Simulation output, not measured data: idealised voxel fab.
process module | voxel capacitor over wiring
cross-section cut | 300 nm wide | cells 5 nm
A cross-section is a grid of square cells, given in bands from the top down. A band is one or more rows of cells.
Each band's line starts with the height of the band's top and of its bottom, in nm. Then come its materials from left to right, each with its width in nm. One material with "throughout" fills the band from edge to edge. "air" is empty space.
Height 0 is the level under which the wafer as received is all one material. The lowest band goes on downwards, as in "0 down".
A width such as "30 to 40" changes by the same amount from each row of cells to the next, from the band's top row to its bottom row.
"no change" after a step means that no cell of the cross-section changed.
closed voids: empty space of 8 cells or more with no open way to the top, each as width x height at its distance from the left edge, in nm
after a step's settings: what the simulator itself notes on the step
overlay nm, on a step with a mask: how far to the right of its planned place the mask lay; to the left if negative
plan
1 op RECEIVE | material Si
2 op CONFORMAL_DEP | material SiO2 | thk nm 15
3 op DIRECTIONAL_DEP | material TiN | thk nm 5
4 op DIRECTIONAL_DEP | material Ru | thk nm 15
5 op DIRECTIONAL_DEP | material aC | thk nm 10
6 op PATTERN | tone cover | mask id METAL_1 | material resist | width nm 25 | pitch nm 80 | thk nm 25 | overlay nm 0
7 op DIRECTIONAL_ETCH | etch materials aC | depth nm 10
8 op STRIP | etch materials resist
9 op DIRECTIONAL_ETCH | etch materials Ru | depth nm 15
10 op DIRECTIONAL_ETCH | etch materials TiN | depth nm 5
11 op STRIP | etch materials aC
12 op FILL_DEP | material SiO2 | thk nm 10
13 op CMP | height nm 35
14 op CONFORMAL_DEP | material SiCN | thk nm 5
15 op DIRECTIONAL_DEP | material SiO2 | thk nm 20
16 op MASKED_ETCH | tone open | mask id PLUG_1 | width nm 15 | etch materials SiO2 | depth nm 20 | overlay nm 0
17 op MASKED_ETCH | tone open | mask id PLUG_1 | width nm 15 | etch materials SiCN | depth nm 5 | overlay nm 0
18 op CONFORMAL_DEP | material TiN | thk nm 5
19 op FILL_DEP | material Ru | thk nm 5
20 op CMP | height nm 60
21 op DIRECTIONAL_DEP | material TiN | thk nm 10
22 op DIRECTIONAL_DEP | material Al2O3 | thk nm 5
23 op DIRECTIONAL_DEP | material TiN | thk nm 5
24 op MASKED_ETCH | tone cover | mask id UPPER_PLATE | width nm 60 | etch materials TiN | depth nm 5 | overlay nm 0
25 op MASKED_ETCH | tone cover | mask id UPPER_PLATE | width nm 60 | etch materials Al2O3 | depth nm 5 | overlay nm 0
26 op MASKED_ETCH | tone cover | mask id LOWER_PLATE | width nm 70 | etch materials TiN | depth nm 10 | overlay nm 0
27 op FILL_DEP | material SiO2 | thk nm 15
28 op CMP | height nm 90
29 op DIRECTIONAL_DEP | material aC | thk nm 15
30 op PATTERN | tone open | mask id PLUG_2 | material resist | width nm 15 | thk nm 35 | overlay nm 0
31 op DIRECTIONAL_ETCH | etch materials aC | depth nm 15
32 op STRIP | etch materials resist
33 op DIRECTIONAL_ETCH | etch materials SiO2 | depth nm 10
34 op STRIP | etch materials aC
35 op CONFORMAL_DEP | material TiN | thk nm 5
36 op FILL_DEP | material Ru | thk nm 5
37 op CMP | height nm 90
38 op CONFORMAL_DEP | material SiN | thk nm 5
first wafer, as planned
as received, after step 1
  0 down: Si throughout
  closed voids: none
after step 2
  15 to 0: SiO2 throughout
  below 0: unchanged
after step 3
  20 to 15: TiN throughout
  below 15: unchanged
after step 4
  35 to 20: Ru throughout
  below 20: unchanged
after step 5
  45 to 35: aC throughout
  below 35: unchanged
after step 6
  70 to 45: air 95 | resist 25 | air 55 | resist 25 | air 100
  below 45: unchanged
after step 7
  60 to 45: air 95 | resist 25 | air 55 | resist 25 | air 100
  45 to 35: air 95 | aC 25 | air 55 | aC 25 | air 100
  below 35: unchanged
after step 8
  45 to 35: air 95 | aC 25 | air 55 | aC 25 | air 100
  below 35: unchanged
after step 9
  45 to 35: air 95 | aC 25 | air 55 | aC 25 | air 100
  35 to 20: air 95 | Ru 25 | air 55 | Ru 25 | air 100
  below 20: unchanged
after step 10
  45 to 35: air 95 | aC 25 | air 55 | aC 25 | air 100
  35 to 20: air 95 | Ru 25 | air 55 | Ru 25 | air 100
  20 to 15: air 95 | TiN 25 | air 55 | TiN 25 | air 100
  below 15: unchanged
after step 11
  35 to 20: air 95 | Ru 25 | air 55 | Ru 25 | air 100
  below 20: unchanged
after step 12
  45 to 35: SiO2 throughout
  35 to 20: SiO2 95 | Ru 25 | SiO2 55 | Ru 25 | SiO2 100
  20 to 15: SiO2 95 | TiN 25 | SiO2 55 | TiN 25 | SiO2 100
  below 15: unchanged
after step 13
  35 to 20: SiO2 95 | Ru 25 | SiO2 55 | Ru 25 | SiO2 100
  below 20: unchanged
after step 14
  40 to 35: SiCN throughout
  below 35: unchanged
after step 15
  60 to 40: SiO2 throughout
  below 40: unchanged
after step 16
  60 to 40: SiO2 105 | air 15 | SiO2 180
  below 40: unchanged
after step 17
  60 to 40: SiO2 105 | air 15 | SiO2 180
  40 to 35: SiCN 105 | air 15 | SiCN 180
  below 35: unchanged
after step 18
  65 to 60: TiN 110 | air 5 | TiN 185
  60 to 40: SiO2 105 | TiN 5 | air 5 | TiN 5 | SiO2 180
  40 to 35: SiCN 105 | TiN 15 | SiCN 180
  below 35: unchanged
after step 19
  70 to 65: Ru throughout
  65 to 60: TiN 110 | Ru 5 | TiN 185
  60 to 40: SiO2 105 | TiN 5 | Ru 5 | TiN 5 | SiO2 180
  below 40: unchanged
after step 20
  60 to 40: SiO2 105 | TiN 5 | Ru 5 | TiN 5 | SiO2 180
  below 40: unchanged
after step 21
  70 to 60: TiN throughout
  below 60: unchanged
after step 22
  75 to 70: Al2O3 throughout
  below 70: unchanged
after step 23
  80 to 75: TiN throughout
  below 75: unchanged
after step 24
  80 to 75: air 105 | TiN 60 | air 135
  below 75: unchanged
after step 25
  80 to 75: air 105 | TiN 60 | air 135
  75 to 70: air 105 | Al2O3 60 | air 135
  below 70: unchanged
after step 26
  80 to 75: air 105 | TiN 60 | air 135
  75 to 70: air 105 | Al2O3 60 | air 135
  70 to 60: air 100 | TiN 70 | air 130
  below 60: unchanged
after step 27
  95 to 80: SiO2 throughout
  80 to 75: SiO2 105 | TiN 60 | SiO2 135
  75 to 70: SiO2 105 | Al2O3 60 | SiO2 135
  70 to 60: SiO2 100 | TiN 70 | SiO2 130
  below 60: unchanged
after step 28
  90 to 80: SiO2 throughout
  below 80: unchanged
after step 29
  105 to 90: aC throughout
  below 90: unchanged
after step 30
  140 to 105: resist 115 | air 15 | resist 170
  below 105: unchanged
after step 31
  125 to 105: resist 115 | air 15 | resist 170
  105 to 90: aC 115 | air 15 | aC 170
  below 90: unchanged
after step 32
  105 to 90: aC 115 | air 15 | aC 170
  below 90: unchanged
after step 33
  105 to 90: aC 115 | air 15 | aC 170
  90 to 80: SiO2 115 | air 15 | SiO2 170
  below 80: unchanged
after step 34
  90 to 80: SiO2 115 | air 15 | SiO2 170
  below 80: unchanged
after step 35
  95 to 90: TiN 120 | air 5 | TiN 175
  90 to 85: SiO2 115 | TiN 5 | air 5 | TiN 5 | SiO2 170
  85 to 75: SiO2 115 to 105 | TiN 15 to 60 | SiO2 170 to 135
  below 75: unchanged
after step 36
  100 to 95: Ru throughout
  95 to 90: TiN 120 | Ru 5 | TiN 175
  90 to 85: SiO2 115 | TiN 5 | Ru 5 | TiN 5 | SiO2 170
  below 85: unchanged
after step 37
  90 to 85: SiO2 115 | TiN 5 | Ru 5 | TiN 5 | SiO2 170
  below 85: unchanged
after step 38
  95 to 90: SiN throughout
  below 90: unchanged
second wafer: like start, like plan, one mistake. Through step 1 it matches the first wafer
when step 2 should have ended
  30 to 0: SiO2 throughout
  below 0: unchanged
when step 3 should have ended
  35 to 30: TiN throughout
  below 30: unchanged
when step 4 should have ended
  50 to 35: Ru throughout
  below 35: unchanged
when step 5 should have ended
  60 to 50: aC throughout
  below 50: unchanged
when step 6 should have ended
  85 to 60: air 95 | resist 25 | air 55 | resist 25 | air 100
  below 60: unchanged
when step 7 should have ended
  75 to 60: air 95 | resist 25 | air 55 | resist 25 | air 100
  60 to 50: air 95 | aC 25 | air 55 | aC 25 | air 100
  below 50: unchanged
when step 8 should have ended
  60 to 50: air 95 | aC 25 | air 55 | aC 25 | air 100
  below 50: unchanged
when step 9 should have ended
  60 to 50: air 95 | aC 25 | air 55 | aC 25 | air 100
  50 to 35: air 95 | Ru 25 | air 55 | Ru 25 | air 100
  below 35: unchanged
when step 10 should have ended
  60 to 50: air 95 | aC 25 | air 55 | aC 25 | air 100
  50 to 35: air 95 | Ru 25 | air 55 | Ru 25 | air 100
  35 to 30: air 95 | TiN 25 | air 55 | TiN 25 | air 100
  below 30: unchanged
when step 11 should have ended
  50 to 35: air 95 | Ru 25 | air 55 | Ru 25 | air 100
  below 35: unchanged
when step 12 should have ended
  60 to 50: SiO2 throughout
  50 to 35: SiO2 95 | Ru 25 | SiO2 55 | Ru 25 | SiO2 100
  35 to 30: SiO2 95 | TiN 25 | SiO2 55 | TiN 25 | SiO2 100
  below 30: unchanged
when step 13 should have ended
  35 to 30: SiO2 95 | TiN 25 | SiO2 55 | TiN 25 | SiO2 100
  below 30: unchanged
when step 14 should have ended
  40 to 35: SiCN throughout
  below 35: unchanged
when step 15 should have ended
  60 to 40: SiO2 throughout
  below 40: unchanged
when step 16 should have ended
  60 to 40: SiO2 105 | air 15 | SiO2 180
  below 40: unchanged
when step 17 should have ended
  60 to 40: SiO2 105 | air 15 | SiO2 180
  40 to 35: SiCN 105 | air 15 | SiCN 180
  below 35: unchanged
when step 18 should have ended
  65 to 60: TiN 110 | air 5 | TiN 185
  60 to 40: SiO2 105 | TiN 5 | air 5 | TiN 5 | SiO2 180
  40 to 35: SiCN 105 | TiN 15 | SiCN 180
  below 35: unchanged
when step 19 should have ended
  70 to 65: Ru throughout
  65 to 60: TiN 110 | Ru 5 | TiN 185
  60 to 40: SiO2 105 | TiN 5 | Ru 5 | TiN 5 | SiO2 180
  below 40: unchanged
when step 20 should have ended
  60 to 40: SiO2 105 | TiN 5 | Ru 5 | TiN 5 | SiO2 180
  below 40: unchanged
when step 21 should have ended
  70 to 60: TiN throughout
  below 60: unchanged
when step 22 should have ended
  75 to 70: Al2O3 throughout
  below 70: unchanged
when step 23 should have ended
  80 to 75: TiN throughout
  below 75: unchanged
when step 24 should have ended
  80 to 75: air 105 | TiN 60 | air 135
  below 75: unchanged
when step 25 should have ended
  80 to 75: air 105 | TiN 60 | air 135
  75 to 70: air 105 | Al2O3 60 | air 135
  below 70: unchanged
when step 26 should have ended
  80 to 75: air 105 | TiN 60 | air 135
  75 to 70: air 105 | Al2O3 60 | air 135
  70 to 60: air 100 | TiN 70 | air 130
  below 60: unchanged
when step 27 should have ended
  95 to 80: SiO2 throughout
  80 to 75: SiO2 105 | TiN 60 | SiO2 135
  75 to 70: SiO2 105 | Al2O3 60 | SiO2 135
  70 to 60: SiO2 100 | TiN 70 | SiO2 130
  below 60: unchanged
when step 28 should have ended
  90 to 80: SiO2 throughout
  below 80: unchanged
when step 29 should have ended
  105 to 90: aC throughout
  below 90: unchanged
when step 30 should have ended
  140 to 105: resist 115 | air 15 | resist 170
  below 105: unchanged
when step 31 should have ended
  125 to 105: resist 115 | air 15 | resist 170
  105 to 90: aC 115 | air 15 | aC 170
  below 90: unchanged
when step 32 should have ended
  105 to 90: aC 115 | air 15 | aC 170
  below 90: unchanged
when step 33 should have ended
  105 to 90: aC 115 | air 15 | aC 170
  90 to 80: SiO2 115 | air 15 | SiO2 170
  below 80: unchanged
when step 34 should have ended
  90 to 80: SiO2 115 | air 15 | SiO2 170
  below 80: unchanged
when step 35 should have ended
  95 to 90: TiN 120 | air 5 | TiN 175
  90 to 85: SiO2 115 | TiN 5 | air 5 | TiN 5 | SiO2 170
  85 to 75: SiO2 115 to 105 | TiN 15 to 60 | SiO2 170 to 135
  below 75: unchanged
when step 36 should have ended
  100 to 95: Ru throughout
  95 to 90: TiN 120 | Ru 5 | TiN 175
  90 to 85: SiO2 115 | TiN 5 | Ru 5 | TiN 5 | SiO2 170
  below 85: unchanged
when step 37 should have ended
  90 to 85: SiO2 115 | TiN 5 | Ru 5 | TiN 5 | SiO2 170
  below 85: unchanged
when step 38 should have ended
  95 to 90: SiN throughout
  below 90: unchanged
what went wrong: step 2 was run twice
at the end the second wafer has, in cells: 30 fewer of Ru | 30 more of SiO2
